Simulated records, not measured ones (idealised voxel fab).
A process module follows: voxel self aligned contacts.
cross-section cut | 185 nm wide | cells 5 nm
For the purposes of this document, a cross-section shall be understood as a grid of square cells, specified as bands listed in top-to-bottom order, each band consisting of one or more rows of cells. Within each band entry, the heights of the top and of the bottom of the band appear first, in that order and in nm; the materials of the band then follow from left to right, each with its corresponding width in nm. The designation "full width" on a single material indicates that it fills the band from edge to edge; the designation "empty" indicates empty space. Basically, 0 is our baseline, since under it the wafer straight out of the box is all one material. The bottom band has no lower end and keeps on going down, so it looks like "0..down". Quick explanation for "30->40": the width changes in equal steps down the rows of cells, from the first number in the band's top row to the second number in its bottom row. "no alteration", as given for a step, is the statement that not any cell of the cross-section underwent a change during that step. Entry "Closed void listing" = empty spaces >= 8 cells with no open way to the top; each as width x height at distance, distance from left edge, all nm. Read whatever lies past the settings on a step's line as the simulator's own remark about the step. On any step carrying a mask, the "overlay nm" setting, if present on the step's line, tells how far right of its planned place the mask lay; negative values point to the left.

## Listed below are the process steps as planned
- 1: RECEIVE [material Si]
- 2: CONFORMAL_DEP [material SiO2] [thk nm 5]
- 3: DIRECTIONAL_DEP [material polySi] [thk nm 25]
- 4: DIRECTIONAL_DEP [material SiN] [thk nm 25]
- 5: DIRECTIONAL_DEP [material aC] [thk nm 15]
- 6: PATTERN [tone cover] [mask id GATE] [material resist] [width nm 35] [pitch nm 70] [thk nm 30] [overlay nm 0]
- 7: DIRECTIONAL_ETCH [etch materials aC] [depth nm 15]
- 8: STRIP [etch materials resist]
- 9: DIRECTIONAL_ETCH [etch materials SiN] [depth nm 25]
- 10: DIRECTIONAL_ETCH [etch materials polySi] [depth nm 25]
- 11: STRIP [etch materials aC]
- 12: CONFORMAL_DEP [material SiN] [thk nm 10]
- 13: DIRECTIONAL_ETCH [etch materials SiN] [depth nm 10]
- 14: FILL_DEP [material SiO2] [thk nm 10]
- 15: CMP [height nm 60]
- 16: PATTERN [tone open] [mask id CONTACT] [material resist] [width nm 45] [thk nm 20] [overlay nm 0]
- 17: DIRECTIONAL_ETCH [etch materials SiO2] [depth nm 60]
- 18: STRIP [etch materials resist]
- 19: CONFORMAL_DEP [material TiN] [thk nm 5]
- 20: FILL_DEP [material W] [thk nm 5]
- 21: CMP [height nm 60]
- 22: CONFORMAL_DEP [material SiCN] [thk nm 5]
Where the wafers of this document differ is in the width nm of step 16; they start out the same, and the plan states the value that applied to the first wafer.

## Here's the first of the wafers in cross-section, just as we got it, i.e. after step 1
  0..down = Si full width
  Closed void listing: none

## End of module: cross-section of the first of several wafers after step 22, the last step
  65..60 = SiCN full width
  60..55 = 70 of SiO2  20 of TiN  5 of W  20 of TiN  70 of SiO2
  55..30 = 30 of SiO2  55 of SiN  5 of TiN  5 of W  5 of TiN  55 of SiN  30 of SiO2
  30..5 = 30 of SiO2  10 of SiN  35 of polySi  10 of SiN  5 of TiN  5 of W  5 of TiN  10 of SiN  35 of polySi  10 of SiN  30 of SiO2
  5..0 = 85 of SiO2  15 of TiN  85 of SiO2
  0..down = Si full width
  Closed void listing: none

## Final wafer of several, shown in cross-section at the end of the module
  65..60 = SiCN full width
  60..55 = 60 of SiO2  30 of TiN  5 of W  35 of TiN  55 of SiO2
  55..30 = 30 of SiO2  55 of SiN  5 of TiN  5 of W  5 of TiN  55 of SiN  30 of SiO2
  30..5 = 30 of SiO2  10 of SiN  35 of polySi  10 of SiN  5 of TiN  5 of W  5 of TiN  10 of SiN  35 of polySi  10 of SiN  30 of SiO2
  5..0 = 85 of SiO2  15 of TiN  85 of SiO2
  0..down = Si full width
  Closed void listing: none

## Here is how to read the rows: every wafer has a row, and it shows the wafer at the end of the module, giving for each material how many cells were gained (+) or lost (-) since the wafer was received, then listing its closed voids
width nm 45; +37 SiCN; +150 SiN; +182 SiO2; +31 TiN; +11 W; +70 polySi; Closed void listing: none
width nm 50; +37 SiCN; +150 SiN; +181 SiO2; +32 TiN; +11 W; +70 polySi; Closed void listing: none
width nm 55; +37 SiCN; +150 SiN; +180 SiO2; +33 TiN; +11 W; +70 polySi; Closed void listing: none
width nm 60; +37 SiCN; +150 SiN; +179 SiO2; +34 TiN; +11 W; +70 polySi; Closed void listing: none
width nm 65; +37 SiCN; +150 SiN; +178 SiO2; +35 TiN; +11 W; +70 polySi; Closed void listing: none
width nm 70; +37 SiCN; +150 SiN; +177 SiO2; +36 TiN; +11 W; +70 polySi; Closed void listing: none
